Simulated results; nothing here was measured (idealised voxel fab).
The process module presented herein is designated voxel wiring stack.
Section shown: cut. Width: 145 nm. Cell size: 5 nm, square.
We lay out every cross-section as a grid of square cells and spell it out in bands from the top down, where one band means one or more rows of cells. The band entry comprises the height of the band's top followed by the height of its bottom, expressed in nm, and subsequently the band's materials from left to right, each stated together with its width in nm. Where a single material is marked with the word "edge to edge", that material fills the band from edge to edge. The word "air" represents empty space. Counting heights begins at 0, where everything beneath is, in the wafer as received, one material. The lowest band has no bottom; it goes on downwards, as "0 nm and below" shows. Quick explanation for "30 to 40": the width changes in equal steps down the rows of cells, from the first number in the band's top row to the second number in its bottom row. Reading "remained unchanged" for a step: not a cell of the cross-section changed in it. Enclosed voids (no open way to top), threshold 8 cells or more, entry "Completely enclosed voids", notation width x height at distance, distance from left edge, nm. Formally, on a step line, whatever follows the settings is a remark that the simulator itself makes on the step. overlay nm, on a step with a mask: how far to the right of its planned place the mask lay; to the left if negative.

### List of planned process steps
1) RECEIVE | material Si
2) CONFORMAL_DEP | material SiO2 | thk nm 15
3) DIRECTIONAL_DEP | material TiN | thk nm 5
4) DIRECTIONAL_DEP | material W | thk nm 15
5) MASKED_ETCH | tone cover | mask id METAL_1 | width nm 30 | pitch nm 60 | etch materials W | depth nm 15 | overlay nm 0
6) MASKED_ETCH | tone cover | mask id METAL_1 | width nm 30 | pitch nm 60 | etch materials TiN | depth nm 5 | overlay nm 0
7) FILL_DEP | material SiO2 | thk nm 5
8) CMP | height nm 35
9) CONFORMAL_DEP | material SiCN | thk nm 5
10) DIRECTIONAL_DEP | material SiO2 | thk nm 10
11) MASKED_ETCH | tone open | mask id PLUG_1 | width nm 15 | etch materials SiO2 | depth nm 10 | overlay nm 0
12) MASKED_ETCH | tone open | mask id PLUG_1 | width nm 15 | etch materials SiCN | depth nm 5 | overlay nm 0
13) CONFORMAL_DEP | material TiN | thk nm 5
14) FILL_DEP | material Cu | thk nm 5
15) CMP | height nm 50
16) CONFORMAL_DEP | material SiN | thk nm 5
17) DIRECTIONAL_DEP | material lowk | thk nm 15
18) MASKED_ETCH | tone open | mask id METAL_2 | width nm 30 | pitch nm 60 | etch materials lowk | depth nm 15 | overlay nm 0
19) MASKED_ETCH | tone open | mask id METAL_2 | width nm 30 | pitch nm 60 | etch materials SiN | depth nm 5 | overlay nm 0
20) CONFORMAL_DEP | material TiN | thk nm 5
21) FILL_DEP | material Cu | thk nm 10
22) CMP | height nm 70
23) CONFORMAL_DEP | material SiCN | thk nm 5
24) DIRECTIONAL_DEP | material lowk | thk nm 30
25) MASKED_ETCH | tone open | mask id METAL_3 | width nm 30 | pitch nm 60 | etch materials lowk | depth nm 15 | overlay nm 0
26) MASKED_ETCH | tone open | mask id METAL_3_HOLES | width nm 15 | etch materials lowk | depth nm 15 | overlay nm 0
27) MASKED_ETCH | tone open | mask id METAL_3_HOLES | width nm 15 | etch materials SiCN | depth nm 5 | overlay nm 0
28) CONFORMAL_DEP | material TiN | thk nm 5
29) FILL_DEP | material Cu | thk nm 10
30) CMP | height nm 105
31) CONFORMAL_DEP | material SiCN | thk nm 5
32) DIRECTIONAL_DEP | material lowk | thk nm 10
33) DIRECTIONAL_DEP | material aC | thk nm 15
34) PATTERN | tone open | mask id PLUG_3 | material resist | width nm 15 | thk nm 30 | overlay nm 0
35) DIRECTIONAL_ETCH | etch materials aC | depth nm 15
36) STRIP | etch materials resist
37) DIRECTIONAL_ETCH | etch materials lowk | depth nm 10
38) DIRECTIONAL_ETCH | etch materials SiCN | depth nm 5
39) STRIP | etch materials aC
40) EPI | material Ru | thk nm 10
41) EPI | material Ru | thk nm 5
42) DIRECTIONAL_DEP | material TiN | thk nm 5
43) DIRECTIONAL_DEP | material W | thk nm 15
44) PATTERN | tone cover | mask id METAL_4 | material resist | width nm 30 | pitch nm 60 | thk nm 20 | overlay nm 0
45) DIRECTIONAL_ETCH | etch materials W | depth nm 15
46) DIRECTIONAL_ETCH | etch materials TiN | depth nm 5
47) STRIP | etch materials resist
48) FILL_DEP | material SiO2 | thk nm 5
49) CMP | height nm 140
50) CONFORMAL_DEP | material SiCN | thk nm 5

### As-received state of the wafer in cross-section, equivalent to post-step 1
> 0 nm and below: Si edge to edge
> Completely enclosed voids: none

### Here's the wafer cut in cross-section after the module, started and planned just like above, except one thing was done wrong in the run
> 145 nm to 140 nm: SiCN edge to edge
> 140 nm to 125 nm: 25 of SiO2 / 35 of W / 25 of SiO2 / 35 of W / 25 of SiO2
> 125 nm to 120 nm: 25 of SiO2 / 35 of TiN / 25 of SiO2 / 35 of TiN / 25 of SiO2
> 120 nm to 110 nm: 25 of lowk / 15 of Ru / 105 of lowk
> 110 nm to 105 nm: 25 of SiCN / 15 of Ru / 105 of SiCN
> 105 nm to 95 nm: 25 of lowk / 5 of TiN / 20 of Cu / 5 of TiN / 30 of lowk / 5 of TiN / 20 of Cu / 5 of TiN / 30 of lowk
> 95 nm to 90 nm: 25 of lowk / 5 of TiN / 5 of Cu / 20 of TiN / 30 of lowk / 30 of TiN / 30 of lowk
> 90 nm to 75 nm: 25 of lowk / 5 of TiN / 5 of Cu / 5 of TiN / 105 of lowk
> 75 nm to 70 nm: 25 of SiCN / 15 of TiN / 105 of SiCN
> 70 nm to 55 nm: 25 of lowk / 5 of TiN / 20 of Cu / 5 of TiN / 30 of lowk / 5 of TiN / 20 of Cu / 5 of TiN / 30 of lowk
> 55 nm to 50 nm: 25 of SiN / 30 of TiN / 30 of SiN / 30 of TiN / 30 of SiN
> 50 nm to 40 nm: 25 of SiO2 / 5 of TiN / 5 of Cu / 5 of TiN / 105 of SiO2
> 40 nm to 35 nm: 25 of SiCN / 15 of TiN / 105 of SiCN
> 35 nm to 20 nm: 25 of SiO2 / 30 of W / 30 of SiO2 / 30 of W / 30 of SiO2
> 20 nm to 15 nm: 25 of SiO2 / 30 of TiN / 30 of SiO2 / 30 of TiN / 30 of SiO2
> 15 nm to 0 nm: SiO2 edge to edge
> 0 nm and below: Si edge to edge
> Completely enclosed voids: none
Finding, execution versus plan: step 44 ran as: PATTERN | tone cover | mask id METAL_4 | material resist | width nm 35 | pitch nm 60 | thk nm 20 | overlay nm 0
